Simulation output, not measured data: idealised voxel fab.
The document below concerns the process module designated voxel capacitor over wiring.
cross-section cut | 270 nm wide | cells 5 nm
Cross-sections here: square-cell grids, written as top-down lists of bands, a band being one or more rows of cells.
Per band: top height and bottom height in nm, followed by the left-to-right materials and their widths in nm; "all across" marks a single material spanning edge to edge, "blank" marks empty space.
Note: height 0 marks the level under which the wafer is uniformly one material as received. Lowest band unbounded below, written "0 and below".
The notation "30 to 40" denotes a width that varies across the rows of cells in the band, beginning at the first number in the top row, finishing at the second number in the bottom row, and changing by an identical amount from each row to the next.
Take "no modification" at face value: in the step it is given for, the cross-section changed in none of its cells.
Basically, "closed voids" tells you about the enclosed voids: empty spaces with no open way to the top, 8 cells or bigger, each written width x height at distance, where distance is from the left edge, all in nm.
If you see something after the settings on a step's line, that's the simulator's own remark about that step.
A step's line can hold "overlay nm"; with a mask on that step, the setting says how far right of the planned place the mask lay, while a negative setting says it lay to the left.
Below is the list of planned process steps
1. RECEIVE, material Si
2. CONFORMAL_DEP, material SiO2, thk nm 10
3. CONFORMAL_DEP, material SiN, thk nm 5
4. DIRECTIONAL_DEP, material SiO2, thk nm 20
5. DIRECTIONAL_DEP, material aC, thk nm 10
6. PATTERN, tone open, mask id METAL_1, material resist, width nm 25, pitch nm 80, thk nm 25, overlay nm 0
7. DIRECTIONAL_ETCH, etch materials aC, depth nm 10
8. STRIP, etch materials resist
9. DIRECTIONAL_ETCH, etch materials SiO2, depth nm 20
10. DIRECTIONAL_ETCH, etch materials SiN, depth nm 5
11. STRIP, etch materials aC
12. CONFORMAL_DEP, material TiN, thk nm 5
13. FILL_DEP, material Ru, thk nm 5
14. CMP, height nm 35
15. CONFORMAL_DEP, material SiCN, thk nm 5
16. DIRECTIONAL_DEP, material lowk, thk nm 10
17. PATTERN, tone open, mask id PLUG_1, material resist, width nm 15, thk nm 20, overlay nm 0
18. DIRECTIONAL_ETCH, etch materials lowk, depth nm 10
19. DIRECTIONAL_ETCH, etch materials SiCN, depth nm 5
20. STRIP, etch materials resist
21. CONFORMAL_DEP, material TiN, thk nm 5
22. FILL_DEP, material W, thk nm 10
23. CMP, height nm 50
24. DIRECTIONAL_DEP, material TiN, thk nm 5
25. DIRECTIONAL_DEP, material Al2O3, thk nm 5
26. DIRECTIONAL_DEP, material TiN, thk nm 5
27. DIRECTIONAL_DEP, material aC, thk nm 15
28. PATTERN, tone cover, mask id UPPER_PLATE, material resist, width nm 60, thk nm 35, overlay nm 0
29. DIRECTIONAL_ETCH, etch materials aC, depth nm 15
30. STRIP, etch materials resist
31. DIRECTIONAL_ETCH, etch materials TiN, depth nm 5
32. DIRECTIONAL_ETCH, etch materials Al2O3, depth nm 5
33. STRIP, etch materials aC
34. MASKED_ETCH, tone cover, mask id LOWER_PLATE, width nm 70, etch materials TiN, depth nm 5, overlay nm 0
35. FILL_DEP, material SiO2, thk nm 20
36. CMP, height nm 80
37. DIRECTIONAL_DEP, material aC, thk nm 15
38. PATTERN, tone open, mask id PLUG_2, material resist, width nm 15, thk nm 35, overlay nm 0
39. DIRECTIONAL_ETCH, etch materials aC, depth nm 15
40. STRIP, etch materials resist
41. DIRECTIONAL_ETCH, etch materials SiO2, depth nm 15
42. STRIP, etch materials aC
43. CONFORMAL_DEP, material TiN, thk nm 5
44. FILL_DEP, material Ru, thk nm 5
45. CMP, height nm 80
46. CONFORMAL_DEP, material SiN, thk nm 5
Incoming wafer in cross-section (state: after step 1)
    0 and below = Si all across
    closed voids: none
Below is the wafer in cross-section after the module was completed. It began from the starting point shown above and followed the plan shown above, except that one mistake was made while running it
    85 down to 80 = SiN all across
    80 down to 70 = 100 SiO2  5 TiN  5 Ru  5 TiN  155 SiO2
    70 down to 60 = 100 to 90 SiO2  15 to 60 TiN  155 to 120 SiO2
    60 down to 55 = 90 SiO2  60 Al2O3  120 SiO2
    55 down to 50 = 85 SiO2  70 TiN  115 SiO2
    50 down to 40 = 90 lowk  5 TiN  5 W  5 TiN  165 lowk
    40 down to 35 = 90 SiCN  15 TiN  165 SiCN
    35 down to 15 = 70 SiO2  5 TiN  15 Ru  5 TiN  55 SiO2  5 TiN  15 Ru  5 TiN  95 SiO2
    15 down to 10 = 70 SiN  25 TiN  55 SiN  25 TiN  95 SiN
    10 down to 0 = SiO2 all across
    0 and below = Si all across
    closed voids: none
Finding, execution versus plan: step 6 ran with different settings than intended, the actual operation and settings being PATTERN, tone open, mask id METAL_1, material resist, width nm 25, pitch nm 80, thk nm 25, overlay nm -10
